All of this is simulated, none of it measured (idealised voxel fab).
Name of the process module below: voxel released beams
It is cross-section cut that appears here, measuring 295 nm in width, its square cells being 5 nm in size.
Each cross-section below is a grid of square cells, stated as bands in top-down order, with one or more rows of cells making up each band. The band entry comprises the height of the band's top followed by the height of its bottom, expressed in nm, and subsequently the band's materials from left to right, each stated together with its width in nm. Where a single material is marked with the word "everywhere", that material fills the band from edge to edge. The word "air" represents empty space. Heads up on the height convention: 0 is the point under which the incoming wafer is all one material, and the lowest band has no bottom, it just keeps going down, like "0 -> down". It should be noted that a width expressed as "30 to 40" varies in equal increments from row to row of cells within the band, taking the value of the first number at the top row and that of the second number at the bottom row. Key: "everything unchanged" - step with no changed cell in the cross-section. "Non-vented voids" means: voids of 8 cells or more that are shut off from the top with no open way through. Written width x height at distance, distance from the left edge, in nm. Past the settings on a step's line: simulator remark, on that step. overlay nm: for a step with a mask, the amount by which the mask lay right of where it was planned; a negative amount means left of it.

-- Planned step list for the process
| 1 | RECEIVE: material Si |
| 2 | CONFORMAL_DEP: material Al2O3, thk nm 10 |
| 3 | DIRECTIONAL_DEP: material SiO2, thk nm 15 |
| 4 | PATTERN: tone open, mask id ANCHOR, material resist, width nm 35, thk nm 20, overlay nm 0 |
| 5 | DIRECTIONAL_ETCH: etch materials SiO2, depth nm 15 |
| 6 | STRIP: etch materials resist |
| 7 | CONFORMAL_DEP: material SiN, thk nm 15 |
| 8 | DIRECTIONAL_DEP: material aC, thk nm 5 |
| 9 | PATTERN: tone cover, mask id BEAM, material resist, width nm 115, thk nm 30, overlay nm 0 |
| 10 | DIRECTIONAL_ETCH: etch materials aC, depth nm 15 |
| 11 | STRIP: etch materials resist |
| 12 | DIRECTIONAL_ETCH: etch materials SiN, depth nm 15 |
| 13 | STRIP: etch materials aC |
| 14 | STRIP: etch materials SiO2 |
The plan shows the thk nm of step 8 as the first wafer had it; this setting differs between the wafers, which start out alike.

-- First wafer of several, as received: cross-section after step 1
  0 -> down: Si everywhere
  Non-vented voids: none

-- Cross-section of the first of several wafers once the module has run through its last step, step 14
  40 -> 25: air=85 | SiN=20 | air=5 | SiN=90 | air=95
  25 -> 10: air=90 | SiN=35 | air=170
  10 -> 0: Al2O3 everywhere
  0 -> down: Si everywhere
  Non-vented voids: none

-- Cross-section at module completion, last wafer
  40 -> 25: SiN=105 | air=5 | SiN=185
  25 -> 10: SiO2=90 | SiN=35 | SiO2=170
  10 -> 0: Al2O3 everywhere
  0 -> down: Si everywhere
  Non-vented voids: none

-- Here is how to read the rows: every wafer has a row, and it shows the wafer at the end of the module, giving for each material how many cells were gained (+) or lost (-) since the wafer was received, then listing its closed voids
thk nm 5, +118 Al2O3, +87 SiN, Non-vented voids: none
thk nm 10, +118 Al2O3, +87 SiN, Non-vented voids: none
thk nm 15, +118 Al2O3, +87 SiN, Non-vented voids: none
thk nm 20, +118 Al2O3, +195 SiN, +156 SiO2, Non-vented voids: none
thk nm 25, +118 Al2O3, +195 SiN, +156 SiO2, Non-vented voids: none
thk nm 30, +118 Al2O3, +195 SiN, +156 SiO2, Non-vented voids: none
